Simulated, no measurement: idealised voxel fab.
process module | voxel transistor to metal
cross-section cut | 205 nm wide | cells 5 nm
A cross-section is a grid of square cells, given in bands from the top down. A band is one or more rows of cells.
Each band's line starts with the height of the band's top and of its bottom, in nm. Then come its materials from left to right, each with its width in nm. One material with "throughout" fills the band from edge to edge. "air" is empty space.
Height 0 is the level under which the wafer as received is all one material. The lowest band goes on downwards, as in "0 down".
A width such as "30 to 40" changes by the same amount from each row of cells to the next, from the band's top row to its bottom row.
"no change" after a step means that no cell of the cross-section changed.
closed voids: empty space of 8 cells or more with no open way to the top, each as width x height at its distance from the left edge, in nm
after a step's settings: what the simulator itself notes on the step
overlay nm, on a step with a mask: how far to the right of its planned place the mask lay; to the left if negative
plan
1 op RECEIVE | material Si
2 op CONFORMAL_DEP | material SiO2 | thk nm 5
3 op CONFORMAL_DEP | material SiN | thk nm 10
4 op DIRECTIONAL_DEP | material aC | thk nm 10
5 op PATTERN | tone cover | mask id ACTIVE | material resist | width nm 120 | thk nm 30 | overlay nm 0
6 op DIRECTIONAL_ETCH | etch materials aC | depth nm 10
7 op STRIP | etch materials resist
8 op DIRECTIONAL_ETCH | etch materials SiN | depth nm 10
9 op DIRECTIONAL_ETCH | etch materials SiO2 | depth nm 5
10 op DIRECTIONAL_ETCH | etch materials Si | depth nm 30
11 op STRIP | etch materials aC
12 op FILL_DEP | material SiO2 | thk nm 10
13 op CMP | height nm 15
14 op SELECTIVE_ETCH | etch materials SiO2 | depth nm 5
15 op STRIP | etch materials SiN
16 op SELECTIVE_ETCH | etch materials SiO2 | depth nm 5
17 op OXIDIZE | depth nm 5
18 op DIRECTIONAL_DEP | material polySi | thk nm 30
19 op DIRECTIONAL_DEP | material SiCN | thk nm 15
20 op MASKED_ETCH | tone cover | mask id GATE | width nm 20 | etch materials SiCN | depth nm 25 | overlay nm 0
21 op MASKED_ETCH | tone cover | mask id GATE | width nm 20 | etch materials polySi | depth nm 40 | overlay nm 0
22 op CONFORMAL_DEP | material SiN | thk nm 5
23 op DIRECTIONAL_ETCH | etch materials SiN | depth nm 5
24 op DIRECTIONAL_ETCH | etch materials SiO2 | depth nm 5
25 op DIRECTIONAL_ETCH | etch materials Si | depth nm 5
26 op EPI | material SiGe | thk nm 10
27 op FILL_DEP | material SiO2 | thk nm 5
28 op CMP | height nm 45
29 op DIRECTIONAL_DEP | material SiO2 | thk nm 10
30 op PATTERN | tone open | mask id CONTACT | material resist | width nm 20 | pitch nm 80 | thk nm 20 | overlay nm 0
31 op DIRECTIONAL_ETCH | etch materials SiO2 | depth nm 55
32 op STRIP | etch materials resist
33 op CONFORMAL_DEP | material TiN | thk nm 5
34 op FILL_DEP | material W | thk nm 10
35 op CMP | height nm 55
36 op DIRECTIONAL_DEP | material TiN | thk nm 5
37 op DIRECTIONAL_DEP | material W | thk nm 15
38 op DIRECTIONAL_DEP | material aC | thk nm 10
39 op PATTERN | tone cover | mask id METAL_1 | material resist | width nm 20 | pitch nm 80 | thk nm 30 | overlay nm 0
40 op DIRECTIONAL_ETCH | etch materials aC | depth nm 10
41 op STRIP | etch materials resist
42 op DIRECTIONAL_ETCH | etch materials W | depth nm 15
43 op DIRECTIONAL_ETCH | etch materials TiN | depth nm 5
44 op STRIP | etch materials aC
45 op CONFORMAL_DEP | material SiN | thk nm 5
46 op FILL_DEP | material SiO2 | thk nm 10
47 op CMP | height nm 75
48 op CONFORMAL_DEP | material SiCN | thk nm 5
49 op DIRECTIONAL_DEP | material SiO2 | thk nm 30
50 op MASKED_ETCH | tone open | mask id METAL_2_HOLES | width nm 15 | pitch nm 80 | etch materials SiO2 | depth nm 30 | overlay nm 0
51 op PATTERN | tone open | mask id METAL_2 | material resist | width nm 20 | pitch nm 80 | thk nm 15 | overlay nm 0
52 op DIRECTIONAL_ETCH | etch materials SiO2 | depth nm 20
53 op DIRECTIONAL_ETCH | etch materials SiCN | depth nm 5
54 op STRIP | etch materials resist
55 op CONFORMAL_DEP | material TiN | thk nm 5
56 op FILL_DEP | material Cu | thk nm 5
57 op CMP | height nm 110
58 op CONFORMAL_DEP | material SiCN | thk nm 5
as received, after step 1
  0 down: Si throughout
  closed voids: none
first wafer at the end, as planned
  115 to 110: SiCN throughout
  110 to 95: SiO2 50 | TiN 5 | Cu 10 | TiN 5 | SiO2 60 | TiN 5 | Cu 10 | TiN 5 | SiO2 55
  95 to 90: SiO2 50 | TiN 5 | Cu 5 | TiN 10 | SiO2 60 | TiN 5 | Cu 5 | TiN 10 | SiO2 55
  90 to 80: SiO2 50 | TiN 5 | Cu 5 | TiN 5 | SiO2 65 | TiN 5 | Cu 5 | TiN 5 | SiO2 60
  80 to 75: SiCN 50 | TiN 15 | SiCN 65 | TiN 15 | SiCN 60
  75 to 60: SiO2 45 | SiN 5 | W 20 | SiN 5 | SiO2 50 | SiN 5 | W 20 | SiN 5 | SiO2 50
  60 to 55: SiN 50 | TiN 20 | SiN 60 | TiN 20 | SiN 55
  55 to 45: SiO2 50 | TiN 5 | W 10 | TiN 5 | SiO2 60 | TiN 5 | W 10 | TiN 5 | SiO2 55
  45 to 30: SiO2 50 | TiN 5 | W 10 | TiN 5 | SiO2 15 | SiN 5 | SiCN 20 | SiN 5 | SiO2 15 | TiN 5 | W 10 | TiN 5 | SiO2 55
  30 to 5: SiO2 50 | TiN 5 | W 10 | TiN 5 | SiO2 15 | SiN 5 | polySi 20 | SiN 5 | SiO2 15 | TiN 5 | W 10 | TiN 5 | SiO2 55
  5 to 0: SiO2 35 | SiN 5 | SiO2 10 | TiN 20 | SiO2 5 | SiGe 10 | SiN 5 | polySi 20 | SiN 5 | SiGe 10 | SiO2 5 | TiN 20 | SiO2 10 | SiN 5 | SiO2 40
  0 to -5: SiO2 40 | SiGe 45 | SiO2 30 | SiGe 45 | SiO2 45
  -5 to -10: SiO2 40 | SiGe 45 | Si 30 | SiGe 45 | SiO2 45
  -10 to -30: SiO2 40 | Si 120 | SiO2 45
  -30 down: Si throughout
  closed voids: none
second wafer at the end: like start, like plan, one mistake
  115 to 110: SiCN throughout
  110 to 95: SiO2 50 | TiN 5 | Cu 20 | TiN 5 | SiO2 50 | TiN 5 | Cu 20 | TiN 5 | SiO2 45
  95 to 85: SiO2 50 | TiN 5 | Cu 5 | TiN 20 to 5 | SiO2 50 to 65 | TiN 5 | Cu 5 | TiN 20 to 5 | SiO2 45 to 60
  85 to 80: SiO2 50 | TiN 15 | SiO2 65 | TiN 15 | SiO2 60
  80 to 75: SiCN 60 | TiN 5 | SiCN 75 | TiN 5 | SiCN 60
  75 to 60: SiO2 45 | SiN 5 | W 20 | SiN 5 | SiO2 50 | SiN 5 | W 20 | SiN 5 | SiO2 50
  60 to 55: SiN 50 | TiN 20 | SiN 60 | TiN 20 | SiN 55
  55 to 45: SiO2 50 | TiN 5 | W 10 | TiN 5 | SiO2 60 | TiN 5 | W 10 | TiN 5 | SiO2 55
  45 to 30: SiO2 50 | TiN 5 | W 10 | TiN 5 | SiO2 15 | SiN 5 | SiCN 20 | SiN 5 | SiO2 15 | TiN 5 | W 10 | TiN 5 | SiO2 55
  30 to 5: SiO2 50 | TiN 5 | W 10 | TiN 5 | SiO2 15 | SiN 5 | polySi 20 | SiN 5 | SiO2 15 | TiN 5 | W 10 | TiN 5 | SiO2 55
  5 to 0: SiO2 35 | SiN 5 | SiO2 10 | TiN 20 | SiO2 5 | SiGe 10 | SiN 5 | polySi 20 | SiN 5 | SiGe 10 | SiO2 5 | TiN 20 | SiO2 10 | SiN 5 | SiO2 40
  0 to -5: SiO2 40 | SiGe 45 | SiO2 30 | SiGe 45 | SiO2 45
  -5 to -10: SiO2 40 | SiGe 45 | Si 30 | SiGe 45 | SiO2 45
  -10 to -30: SiO2 40 | Si 120 | SiO2 45
  -30 down: Si throughout
  closed voids: none
what went wrong: step 51 ran as: op PATTERN | tone open | mask id METAL_2 | material resist | width nm 20 | pitch nm 80 | thk nm 15 | overlay nm 10
at the end the second wafer has, in cells: 10 more of Cu | 4 more of SiCN | 16 fewer of SiO2 | 2 more of TiN
